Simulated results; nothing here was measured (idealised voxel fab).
Module name: voxel ribs on slabs (process module)
The cross-section shown here is cut; it is 295 nm wide and divided into square cells measuring 5 nm on a side.
How to read a cross-section here: the picture is a grid of square cells, written as bands going from the top down, and any band can span one or more rows of cells. This entry defines a band. It first specifies the height of the band's top and the height of its bottom in nm, and then specifies the band's materials from left to right, stating each material with its width in nm. The word "all across" identifies a single material that fills the band from edge to edge, while the word "empty" identifies empty space. For the purposes of this specification, 0 denotes the height below which the wafer in its as-received condition is composed wholly of one material, and the lowermost band, lacking a lower limit, extends downward without end, as expressed in "from 0 down". Per-row width for "30..40": begins at first number (top row of band), ends at second number (bottom row), increment between rows held constant. A step reported as "stayed the same" is a step in which no cell of the cross-section changed. So "Completely sealed voids" is basically the list of trapped voids: any empty space of 8 cells or more that can't reach the top through an opening. They're written width x height at distance, the distance being from the left edge, and it's all nm. If you see something after the settings on a step's line, that's the simulator's own remark about that step. overlay nm: on a step with a mask, how far right of its planned place the mask lay; negative means left.
The process steps that were planned are listed below
1: RECEIVE with material Si
2: DIRECTIONAL_DEP with material SiO2, thk nm 20
3: DIRECTIONAL_DEP with material SiN, thk nm 15
4: PATTERN with tone cover, mask id RIB, material resist, width nm 25, thk nm 15, overlay nm 0
5: DIRECTIONAL_ETCH with etch materials SiN, depth nm 10
6: STRIP with etch materials resist
7: PATTERN with tone cover, mask id SLAB, material resist, width nm 65, thk nm 15, overlay nm 0
8: DIRECTIONAL_ETCH with etch materials SiN, depth nm 5
9: STRIP with etch materials resist
10: FILL_DEP with material SiO2, thk nm 15
11: CMP with height nm 45
12: DIRECTIONAL_DEP with material TiN, thk nm 10
13: MASKED_ETCH with tone cover, mask id HEATER, width nm 35, etch materials TiN, depth nm 10, overlay nm 0
14: CONFORMAL_DEP with material SiN, thk nm 10
Cross-section of the wafer upon arrival, representing the state reached after step 1
* from 0 down | Si all across
* Completely sealed voids: none
Module complete - cross-section of the first of two wafers, run according to plan
* from 65 to 55 | empty (120)  SiN (55)  empty (120)
* from 55 to 45 | SiN (130)  TiN (35)  SiN (130)
* from 45 to 35 | SiO2 all across
* from 35 to 25 | SiO2 (135)  SiN (25)  SiO2 (135)
* from 25 to 20 | SiO2 (115)  SiN (65)  SiO2 (115)
* from 20 to 0 | SiO2 all across
* from 0 down | Si all across
* Completely sealed voids: none
Cross-section at end of module for the second wafer of two, which matched the first in starting point and plan and differed by one mistake in its processing
* from 55 to 45 | empty (130)  TiN (35)  empty (130)
* from 45 to 35 | SiO2 all across
* from 35 to 25 | SiO2 (135)  SiN (25)  SiO2 (135)
* from 25 to 20 | SiO2 (115)  SiN (65)  SiO2 (115)
* from 20 to 0 | SiO2 all across
* from 0 down | Si all across
* Completely sealed voids: none
Nonconformance to the process plan: step 14 of the plan was bypassed and not carried out
The closing comparison, in cells, has the second wafer with more or fewer of some materials than the first: -126 SiN
